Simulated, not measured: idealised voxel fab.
A process module follows: voxel released beams.
cross-section cut | 290 nm wide | cells 5 nm
How to read a cross-section here: the picture is a grid of square cells, written as bands going from the top down, and any band can span one or more rows of cells. The entry gives the band's vertical extent as a top height and a bottom height in nm, then its horizontal make-up as materials from left to right, each with a width in nm. "blank" stands for empty space; a single material marked "edge to edge" fills the band edge to edge. A quick word on heights: they are counted from 0, and under that level the wafer as it came to us is one material throughout. The lowest band is different from the rest in having no bottom; it simply continues downward, written as in "0 nm and below". So if you see something like "30..40" for the width, read it as the top row of the band sitting at the first number and the bottom row at the second, with every row in between moving by the same amount as the last. It should be understood that the words "identical to before", when stated for a given step, signify that the cross-section underwent no change in any of its cells during that step. "Encapsulated voids": empty spaces of 8 cells or more with no open way to the top, each given as width x height at distance, distance from the left edge, all in nm. Note: text after step settings on the step line = simulator remark on that step. The optional step-line setting "overlay nm" applies to steps with a mask and quantifies how far to the right of its planned location the mask lay, a negative value indicating leftward placement.

Process steps - plan
1) RECEIVE, material Si
2) CONFORMAL_DEP, material Al2O3, thk nm 10
3) DIRECTIONAL_DEP, material SiO2, thk nm 10
4) PATTERN, tone open, mask id ANCHOR, material resist, width nm 25, thk nm 20, overlay nm 0
5) DIRECTIONAL_ETCH, etch materials SiO2, depth nm 10
6) STRIP, etch materials resist
7) CONFORMAL_DEP, material SiN, thk nm 10
8) MASKED_ETCH, tone cover, mask id BEAM, width nm 80, etch materials SiN, depth nm 10, overlay nm 0
9) STRIP, etch materials SiO2

Incoming wafer in cross-section (state: after step 1)
- 0 nm and below | Si edge to edge
- Encapsulated voids: none

What the wafer looks like in cross-section after this module, when it starts as shown above and follows the plan above but one mistake is made in running it
- 20 nm to 10 nm | 100 blank, then 15 SiN, then 5 blank, then 60 SiN, then 110 blank
- 10 nm to 0 nm | 105 blank, then 25 SiN, then 160 blank
- 0 nm and below | Si edge to edge
- Encapsulated voids: none
The mistake made against the process plan was this: step 2 of the plan was excluded from execution and never run
